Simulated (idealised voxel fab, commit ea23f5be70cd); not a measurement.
Title: Process Module voxel capacitor over wiring
This is section cut - it's 165 nm across, gridded in 5 nm square cells.
Square cells in a grid make up a cross-section in this document, and the grid is given as bands, listed from the top down, each one or more rows of cells. Band: top height; bottom height; in nm. Then, left to right: material with width in nm, for each material. "all across": a single material spanning edge to edge. "air": empty space. Beneath 0, the wafer as received is one material, and that level is where height counting begins. The lowest band goes on downward without a bottom; it is written like "0..down". Width spec "30->40" -> top row of cells at first value, bottom row at second value, equal per-row change in between. Any step labelled "same as before" changed none of the cells in the cross-section. The entry titled "Closed void register" provides the empty spaces that have no open way to the top, restricted to those of 8 cells or more. Each is presented as width x height at distance, the distance being measured from the left edge, with all three in nm. Whatever follows a step's settings on its line is a remark the simulator itself makes about that step. A step's line can hold "overlay nm"; with a mask on that step, the setting says how far right of the planned place the mask lay, while a negative setting says it lay to the left.
The planned process steps are enumerated hereunder:
1: RECEIVE: material Si
2: CONFORMAL_DEP: material SiO2, thk nm 10
3: DIRECTIONAL_DEP: material TiN, thk nm 5
4: DIRECTIONAL_DEP: material W, thk nm 15
5: MASKED_ETCH: tone cover, mask id METAL_1, width nm 25, pitch nm 75, etch materials W, depth nm 15, overlay nm 0
6: MASKED_ETCH: tone cover, mask id METAL_1, width nm 25, pitch nm 75, etch materials TiN, depth nm 5, overlay nm 0
7: FILL_DEP: material lowk, thk nm 5
8: CMP: height nm 30
9: CONFORMAL_DEP: material SiCN, thk nm 5
10: DIRECTIONAL_DEP: material lowk, thk nm 20
11: PATTERN: tone open, mask id PLUG_1, material resist, width nm 15, thk nm 15, overlay nm 0
12: DIRECTIONAL_ETCH: etch materials lowk, depth nm 20
13: DIRECTIONAL_ETCH: etch materials SiCN, depth nm 5
14: STRIP: etch materials resist
15: EPI: material Ru, thk nm 10
16: EPI: material Ru, thk nm 10
17: EPI: material Ru, thk nm 5
18: DIRECTIONAL_DEP: material TiN, thk nm 5
19: DIRECTIONAL_DEP: material HfO2, thk nm 5
20: DIRECTIONAL_DEP: material TiN, thk nm 5
21: PATTERN: tone cover, mask id UPPER_PLATE, material resist, width nm 55, thk nm 15, overlay nm 0
22: DIRECTIONAL_ETCH: etch materials TiN, depth nm 5
23: DIRECTIONAL_ETCH: etch materials HfO2, depth nm 5
24: STRIP: etch materials resist
25: PATTERN: tone cover, mask id LOWER_PLATE, material resist, width nm 65, thk nm 15, overlay nm 0
26: DIRECTIONAL_ETCH: etch materials TiN, depth nm 5
27: STRIP: etch materials resist
28: FILL_DEP: material SiO2, thk nm 15
29: CMP: height nm 80
30: PATTERN: tone open, mask id PLUG_2, material resist, width nm 15, thk nm 15, overlay nm 0
31: DIRECTIONAL_ETCH: etch materials SiO2, depth nm 10
32: STRIP: etch materials resist
33: CONFORMAL_DEP: material TiN, thk nm 5
34: FILL_DEP: material Ru, thk nm 5
35: CMP: height nm 80
36: CONFORMAL_DEP: material SiCN, thk nm 5
Shown in cross-section is the wafer as received, that is, as it stands after step 1:
	0..down | Si all across
	Closed void register: none
Post-module cross-section: identical start and plan to those above, one misstep in execution:
	85..80 | SiCN all across
	80..75 | SiO2: 50 | TiN: 5 | Ru: 5 | TiN: 5 | SiO2: 100
	75..65 | SiO2: 50->55 | TiN: 15->40 | SiO2: 100->70
	65..60 | SiO2: 40 | TiN: 15 | HfO2: 40 | SiO2: 70
	60..55 | SiO2: 35 | TiN: 5 | HfO2: 15 | TiN: 45 | SiO2: 65
	55..50 | SiCN: 40 | TiN: 15 | SiCN: 110
	50..30 | lowk all across
	30..15 | lowk: 30 | W: 25 | lowk: 50 | W: 25 | lowk: 35
	15..10 | lowk: 30 | TiN: 25 | lowk: 50 | TiN: 25 | lowk: 35
	10..0 | SiO2 all across
	0..down | Si all across
	Closed void register: none
Which mistake was made when the wafer was run? it was found that steps 9 and 10 of the process plan had been performed in exchanged positions
